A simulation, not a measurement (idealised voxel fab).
Process module in this document: voxel ribs on slabs
FYI the section here is cut, 275 nm wide, cells are 5 nm squares.
In this document a cross-section is written as a grid of square cells. It is given as a series of bands, listed from the top down, and a band is one or more rows of cells.
Heights first: top, then bottom, in nm. Then materials, left to right, each with a width in nm. "full width" on a single material: fills the band edge to edge. "blank": empty space.
Where do heights start? At 0: under that level the wafer as delivered is made of one material only. And the lowest band has no floor; it just carries on downward, as in "0 and below".
Graded width ("30 to 40"): value in top row of band = first number; value in bottom row = second number; row-to-row change constant.
The designation "nothing changed", where it is given for a processing step, indicates that no cell of the cross-section was altered in the course of that step.
"Sealed voids": sealed empty spaces, 8 cells or more, no open way to top, listed width x height at distance, with distance from the left edge and width, height and distance in nm.
Text after the settings on a step's line: the simulator's own remark on that step.
The "overlay nm" setting may appear on a step's line; for a step that uses a mask, it gives how far to the right of its planned position the mask lay, and a negative value indicates the left.
**Process steps (planned)**
1. RECEIVE | material Si
2. DIRECTIONAL_DEP | material SiO2 | thk nm 20
3. DIRECTIONAL_DEP | material polySi | thk nm 15
4. MASKED_ETCH | tone cover | mask id RIB | width nm 15 | etch materials polySi | depth nm 5 | overlay nm 0
5. PATTERN | tone cover | mask id SLAB | material resist | width nm 45 | thk nm 20 | overlay nm 0
6. DIRECTIONAL_ETCH | etch materials polySi | depth nm 10
7. STRIP | etch materials resist
8. FILL_DEP | material SiO2 | thk nm 25
9. CMP | height nm 45
10. DIRECTIONAL_DEP | material W | thk nm 10
11. MASKED_ETCH | tone cover | mask id HEATER | width nm 25 | etch materials W | depth nm 10 | overlay nm 0
12. CONFORMAL_DEP | material SiO2 | thk nm 5
All wafers enter the flow in the same state. The height nm at step 9 differs from wafer to wafer, and the plan gives the value for the first wafer.
**The as-received cross-section of the first of several wafers corresponds to the state after step 1**
> 0 and below = Si full width
> Sealed voids: none
**Below: a row per wafer. Contents at end of module: for every material, cells gained since receipt (+) or lost since receipt (-); then closed voids**
height nm 45, +533 SiO2, +10 W, +21 polySi, Sealed voids: none
height nm 50, +588 SiO2, +10 W, +21 polySi, Sealed voids: none
height nm 55, +643 SiO2, +10 W, +21 polySi, Sealed voids: none
height nm 60, +698 SiO2, +10 W, +21 polySi, Sealed voids: none
